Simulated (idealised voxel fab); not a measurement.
The following process module bears the name voxel plated lines.
FYI the section here is cut, 265 nm wide, cells are 5 nm squares.
This document writes a cross-section as a grid whose cells are square, and gives it as bands, listed from the top down; one or more rows of cells form a band.
Top height, bottom height, nm. Materials left to right, width each, nm. Single material + "everywhere" = fills band edge to edge. "blank" = empty.
It should be noted that heights are counted from 0, beneath which the wafer as supplied is of one material throughout, and that the lowest band possesses no lower boundary but continues downward, as written in "0 down".
Read "30->40" as a graded width: first number on top, second number at the bottom, same change between each pair of neighbouring rows.
When a step is marked "no modification", none of the cells in the cross-section changed during that step.
"Voids lacking openings" enumerates empty spaces isolated from the top, with no open way to it, that contain at least 8 cells, giving each as width x height at distance from the left edge, all three in nm.
On each step's line, the part that comes after the settings is the simulator's own comment on the step.
When a step includes a mask, the "overlay nm" setting on its line states how far to the right of its planned place that mask lay, and negative values state how far to the left.

### Intended process steps
1) RECEIVE | material Si
2) CONFORMAL_DEP | material SiO2 | thk nm 5
3) DIRECTIONAL_DEP | material TiN | thk nm 5
4) PATTERN | tone open | mask id LINES | material resist | width nm 30 | pitch nm 60 | thk nm 30 | overlay nm 0
5) EPI | material Ru | thk nm 10
6) EPI | material Ru | thk nm 10
7) STRIP | etch materials resist
8) DIRECTIONAL_ETCH | etch materials TiN | depth nm 5
9) CONFORMAL_DEP | material SiO2 | thk nm 10

### As-received state of the wafer in cross-section, equivalent to post-step 1
  0 down  Si everywhere
  Voids lacking openings: none

### Cross-sectional image of the first of two wafers at the end of the module, the run having proceeded as planned
  40 to 30  75 blank  50 SiO2  10 blank  50 SiO2  80 blank
  30 to 15  75 blank  10 SiO2  30 Ru  10 SiO2  10 blank  10 SiO2  30 Ru  10 SiO2  80 blank
  15 to 10  85 SiO2  30 Ru  30 SiO2  30 Ru  90 SiO2
  10 to 5  85 SiO2  30 TiN  30 SiO2  30 TiN  90 SiO2
  5 to 0  SiO2 everywhere
  0 down  Si everywhere
  Voids lacking openings: none

### Cross-sectional view: second of two wafers, end of module; start and plan identical to the first, one mistake in running
  40 to 30  65 blank  130 SiO2  70 blank
  30 to 20  75 SiO2  50 Ru  10 SiO2  50 Ru  80 SiO2
  20 to 10  Ru everywhere
  10 to 5  TiN everywhere
  5 to 0  SiO2 everywhere
  0 down  Si everywhere
  Voids lacking openings: none
Deviation from plan: steps 6 and 7 were swapped
Looking at both finished wafers in cells, the second ends up ahead of or behind the first on some materials: Ru +98 | SiO2 -28 | TiN +41
